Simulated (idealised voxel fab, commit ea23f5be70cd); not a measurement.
process module | voxel capacitor over wiring
cross-section cut | 270 nm wide | cells 5 nm
A cross-section is a grid of square cells, given in bands from the top down. A band is one or more rows of cells.
Each band's line starts with the height of the band's top and of its bottom, in nm. Then come its materials from left to right, each with its width in nm. One material with "throughout" fills the band from edge to edge. "air" is empty space.
Height 0 is the level under which the wafer as received is all one material. The lowest band goes on downwards, as in "0 down".
A width such as "30 to 40" changes by the same amount from each row of cells to the next, from the band's top row to its bottom row.
"no change" after a step means that no cell of the cross-section changed.
closed voids: empty space of 8 cells or more with no open way to the top, each as width x height at its distance from the left edge, in nm
after a step's settings: what the simulator itself notes on the step
overlay nm, on a step with a mask: how far to the right of its planned place the mask lay; to the left if negative
plan
1 op RECEIVE | material Si
2 op CONFORMAL_DEP | material SiO2 | thk nm 15
3 op CONFORMAL_DEP | material SiCN | thk nm 5
4 op DIRECTIONAL_DEP | material SiO2 | thk nm 20
5 op PATTERN | tone open | mask id METAL_1 | material resist | width nm 30 | pitch nm 80 | thk nm 20 | overlay nm 0
6 op DIRECTIONAL_ETCH | etch materials SiO2 | depth nm 20
7 op DIRECTIONAL_ETCH | etch materials SiCN | depth nm 5
8 op STRIP | etch materials resist
9 op CONFORMAL_DEP | material TiN | thk nm 5
10 op FILL_DEP | material Cu | thk nm 5
11 op CMP | height nm 40
12 op EPI | material Ru | thk nm 5
13 op FILL_DEP | material SiCN | thk nm 5
14 op DIRECTIONAL_DEP | material lowk | thk nm 20
15 op PATTERN | tone open | mask id PLUG_1 | material resist | width nm 15 | thk nm 15 | overlay nm 0
16 op DIRECTIONAL_ETCH | etch materials lowk | depth nm 20
17 op DIRECTIONAL_ETCH | etch materials SiCN | depth nm 5
18 op STRIP | etch materials resist
19 op EPI | material Ru | thk nm 10
20 op EPI | material Ru | thk nm 10
21 op EPI | material Ru | thk nm 5
22 op DIRECTIONAL_DEP | material TiN | thk nm 5
23 op DIRECTIONAL_DEP | material Al2O3 | thk nm 5
24 op DIRECTIONAL_DEP | material TiN | thk nm 10
25 op DIRECTIONAL_DEP | material aC | thk nm 15
26 op PATTERN | tone cover | mask id UPPER_PLATE | material resist | width nm 55 | thk nm 35 | overlay nm 0
27 op DIRECTIONAL_ETCH | etch materials aC | depth nm 15
28 op STRIP | etch materials resist
29 op DIRECTIONAL_ETCH | etch materials TiN | depth nm 10
30 op DIRECTIONAL_ETCH | etch materials Al2O3 | depth nm 5
31 op STRIP | etch materials aC
32 op MASKED_ETCH | tone cover | mask id LOWER_PLATE | width nm 65 | etch materials TiN | depth nm 5 | overlay nm 0
33 op FILL_DEP | material SiO2 | thk nm 20
34 op CMP | height nm 105
35 op PATTERN | tone open | mask id PLUG_2 | material resist | width nm 15 | thk nm 15 | overlay nm 0
36 op DIRECTIONAL_ETCH | etch materials SiO2 | depth nm 15
37 op STRIP | etch materials resist
38 op CONFORMAL_DEP | material TiN | thk nm 5
39 op FILL_DEP | material W | thk nm 10
40 op CMP | height nm 105
41 op CONFORMAL_DEP | material SiN | thk nm 5
as received, after step 1
  0 down: Si throughout
  closed voids: none
a wafer at the end: this start, this plan, one mistake
  110 to 105: SiN throughout
  105 to 95: SiO2 105 | TiN 5 | W 5 | TiN 5 | SiO2 150
  95 to 90: SiO2 105 | TiN 15 | SiO2 150
  90 to 80: SiO2 90 | TiN 55 | SiO2 125
  80 to 75: SiO2 90 | Al2O3 55 | SiO2 125
  75 to 70: SiO2 90 | TiN 65 | SiO2 115
  70 to 50: lowk 95 | Ru 15 | lowk 160
  50 to 45: SiCN 95 | Ru 15 | SiCN 160
  45 to 40: SiCN 75 | Ru 40 | SiCN 40 | Ru 40 | SiCN 75
  40 to 20: SiO2 80 | TiN 5 | Cu 20 | TiN 5 | SiO2 50 | TiN 5 | Cu 20 | TiN 5 | SiO2 80
  20 to 15: SiCN 80 | TiN 30 | SiCN 50 | TiN 30 | SiCN 80
  15 to 0: SiO2 throughout
  0 down: Si throughout
  closed voids: none
what went wrong: step 26 ran as: op PATTERN | tone cover | mask id UPPER_PLATE | material resist | width nm 55 | thk nm 35 | overlay nm -5
